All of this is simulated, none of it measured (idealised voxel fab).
Process module, titled voxel gate over fins
Section cut is 165 nm wide and gridded with 5 nm square cells.
Cross-section format: a grid of square cells, given as bands from top to bottom; each band is one or more rows of cells.
Heads up on the band format: heights come first, top then bottom, in nm. After that it's the materials left to right, each with its width in nm. A single material flagged "everywhere" fills the whole band edge to edge, and "empty" means there's empty space there.
Height 0 is the level under which the wafer as received is all one material. The lowest band goes on downwards, as in "0 -> down".
Graded width ("30->40"): value in top row of band = first number; value in bottom row = second number; row-to-row change constant.
You'll sometimes find "no alterations made" written for a step, and that's the way of saying that nowhere in the cross-section did a cell change during that step.
So "Non-vented voids" is basically the list of trapped voids: any empty space of 8 cells or more that can't reach the top through an opening. They're written width x height at distance, the distance being from the left edge, and it's all nm.
Anything after a step's settings on that line? It's the simulator's own note about the step.
Among the settings permitted on a step's line is "overlay nm"; applied to a step with a mask, it specifies the extent to which the mask lay to the right of its planned position, whereas a negative figure signifies a position to the left.
[Listed below are the process steps as planned]
step 1: RECEIVE: material Si
step 2: CONFORMAL_DEP: material SiN, thk nm 10
step 3: MASKED_ETCH: tone cover, mask id FINS, width nm 15, pitch nm 35, etch materials SiN, depth nm 10, overlay nm 0
step 4: MASKED_ETCH: tone cover, mask id FINS, width nm 15, pitch nm 35, etch materials Si, depth nm 30, overlay nm 0
step 5: OXIDIZE: depth nm 5
step 6: FILL_DEP: material SiO2, thk nm 5
step 7: CMP: height nm 10
step 8: SELECTIVE_ETCH: etch materials SiO2, depth nm 20
step 9: STRIP: etch materials SiN
step 10: CONFORMAL_DEP: material HfO2, thk nm 5
step 11: CONFORMAL_DEP: material TiN, thk nm 5
step 12: FILL_DEP: material W, thk nm 10
step 13: CMP: height nm 15
step 14: CONFORMAL_DEP: material SiN, thk nm 10
[As-received state of the wafer in cross-section, equivalent to post-step 1]
- 0 -> down = Si everywhere
- Non-vented voids: none
[Here's the wafer cut in cross-section after the module, started and planned just like above, except one thing was done wrong in the run]
- 25 -> 15 = SiN everywhere
- 15 -> 10 = W everywhere
- 10 -> 5 = W=35; TiN=30; W=5; TiN=30; W=5; TiN=30; W=30
- 5 -> 0 = W=35; TiN=5; HfO2=20; TiN=5; W=5; TiN=5; HfO2=20; TiN=5; W=5; TiN=5; HfO2=20; TiN=5; W=30
- 0 -> -5 = TiN=40; HfO2=5; Si=10; HfO2=5; TiN=15; HfO2=5; Si=10; HfO2=5; TiN=15; HfO2=5; Si=10; HfO2=5; TiN=35
- -5 -> -10 = HfO2=45; Si=10; HfO2=25; Si=10; HfO2=25; Si=10; HfO2=40
- -10 -> -35 = SiO2=45; Si=10; SiO2=25; Si=10; SiO2=25; Si=10; SiO2=40
- -35 -> down = Si everywhere
- Non-vented voids: none
Error vs. plan: step 3 ran differently from the plan; actual operation with settings: MASKED_ETCH: tone cover, mask id FINS, width nm 20, pitch nm 35, etch materials SiN, depth nm 10, overlay nm 0
